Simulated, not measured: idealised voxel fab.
The name of this process module is voxel transistor to metal.
Square cells of 5 nm make up the cross-section cut, whose width is 205 nm.
Cross-sections here: square-cell grids, written as top-down lists of bands, a band being one or more rows of cells. Each band's line starts with the height of the band's top and of its bottom, in nm. Then come its materials from left to right, each with its width in nm. One material with "full width" fills the band from edge to edge. "empty" is empty space. Measure heights from 0. That's the level where, below it, the as-received wafer is all one material. The lowest band is bottomless and extends downward; write it as in "from 0 down". Read "30 to 40" as a graded width: first number on top, second number at the bottom, same change between each pair of neighbouring rows. You'll sometimes find "nothing got changed" written for a step, and that's the way of saying that nowhere in the cross-section did a cell change during that step. "Unvented voids": sealed empty spaces, 8 cells or more, no open way to top, listed width x height at distance, with distance from the left edge and width, height and distance in nm. The remark found on a step's line after its settings is issued by the simulator itself and pertains to that step. On any step carrying a mask, the "overlay nm" setting, if present on the step's line, tells how far right of its planned place the mask lay; negative values point to the left.
# Process steps - plan
1) RECEIVE, material Si
2) OXIDIZE, depth nm 5
3) CONFORMAL_DEP, material SiN, thk nm 15
4) PATTERN, tone cover, mask id ACTIVE, material resist, width nm 100, thk nm 15, overlay nm 0
5) DIRECTIONAL_ETCH, etch materials SiN, depth nm 15
6) DIRECTIONAL_ETCH, etch materials SiO2, depth nm 5
7) DIRECTIONAL_ETCH, etch materials Si, depth nm 30
8) STRIP, etch materials resist
9) OXIDIZE, depth nm 5
10) FILL_DEP, material SiO2, thk nm 10
11) CMP, height nm 15
12) SELECTIVE_ETCH, etch materials SiO2, depth nm 5
13) STRIP, etch materials SiN
14) SELECTIVE_ETCH, etch materials SiO2, depth nm 5
15) OXIDIZE, depth nm 5
16) DIRECTIONAL_DEP, material polySi, thk nm 30
17) DIRECTIONAL_DEP, material SiCN, thk nm 15
18) MASKED_ETCH, tone cover, mask id GATE, width nm 20, etch materials SiCN, depth nm 25, overlay nm 0
19) MASKED_ETCH, tone cover, mask id GATE, width nm 20, etch materials polySi, depth nm 40, overlay nm -10
20) CONFORMAL_DEP, material SiN, thk nm 10
21) DIRECTIONAL_ETCH, etch materials SiN, depth nm 10
22) DIRECTIONAL_ETCH, etch materials SiO2, depth nm 5
23) DIRECTIONAL_ETCH, etch materials Si, depth nm 10
24) EPI, material SiGe, thk nm 15
25) FILL_DEP, material SiO2, thk nm 10
26) CMP, height nm 40
27) DIRECTIONAL_DEP, material SiO2, thk nm 10
28) PATTERN, tone open, mask id CONTACT, material resist, width nm 20, pitch nm 70, thk nm 15, overlay nm 0
29) DIRECTIONAL_ETCH, etch materials SiO2, depth nm 55
30) STRIP, etch materials resist
31) CONFORMAL_DEP, material TiN, thk nm 5
32) FILL_DEP, material W, thk nm 10
33) CMP, height nm 50
34) DIRECTIONAL_DEP, material TiN, thk nm 5
35) DIRECTIONAL_DEP, material Ru, thk nm 25
36) MASKED_ETCH, tone cover, mask id METAL_1, width nm 20, pitch nm 70, etch materials Ru, depth nm 25, overlay nm 0
37) MASKED_ETCH, tone cover, mask id METAL_1, width nm 20, pitch nm 70, etch materials TiN, depth nm 5, overlay nm 0
38) FILL_DEP, material SiO2, thk nm 5
39) CMP, height nm 80
40) CONFORMAL_DEP, material SiN, thk nm 5
Same starting wafers, different overlay nm at step 19. Plan value belongs to the first wafer.
# Incoming state of the first of several wafers in cross-section: after step 1
> from 0 down  Si full width
> Unvented voids: none
# Table: wafers, a row each; end-of-module cell change per material since receipt, gain (+), loss (-); then closed voids
overlay nm -10, +40 Ru, -236 Si, +12 SiCN, +36 SiGe, +85 SiN, +644 SiO2, +52 TiN, +28 W, +36 polySi, Unvented voids: none
overlay nm -5, +40 Ru, -238 Si, +12 SiCN, +39 SiGe, +85 SiN, +643 SiO2, +54 TiN, +32 W, +30 polySi, Unvented voids: none
overlay nm 0, +40 Ru, -240 Si, +12 SiCN, +42 SiGe, +85 SiN, +646 SiO2, +56 TiN, +32 W, +24 polySi, Unvented voids: none
overlay nm 5, +40 Ru, -238 Si, +12 SiCN, +39 SiGe, +85 SiN, +643 SiO2, +54 TiN, +32 W, +30 polySi, Unvented voids: none
overlay nm 10, +40 Ru, -236 Si, +12 SiCN, +36 SiGe, +85 SiN, +644 SiO2, +52 TiN, +28 W, +36 polySi, Unvented voids: none
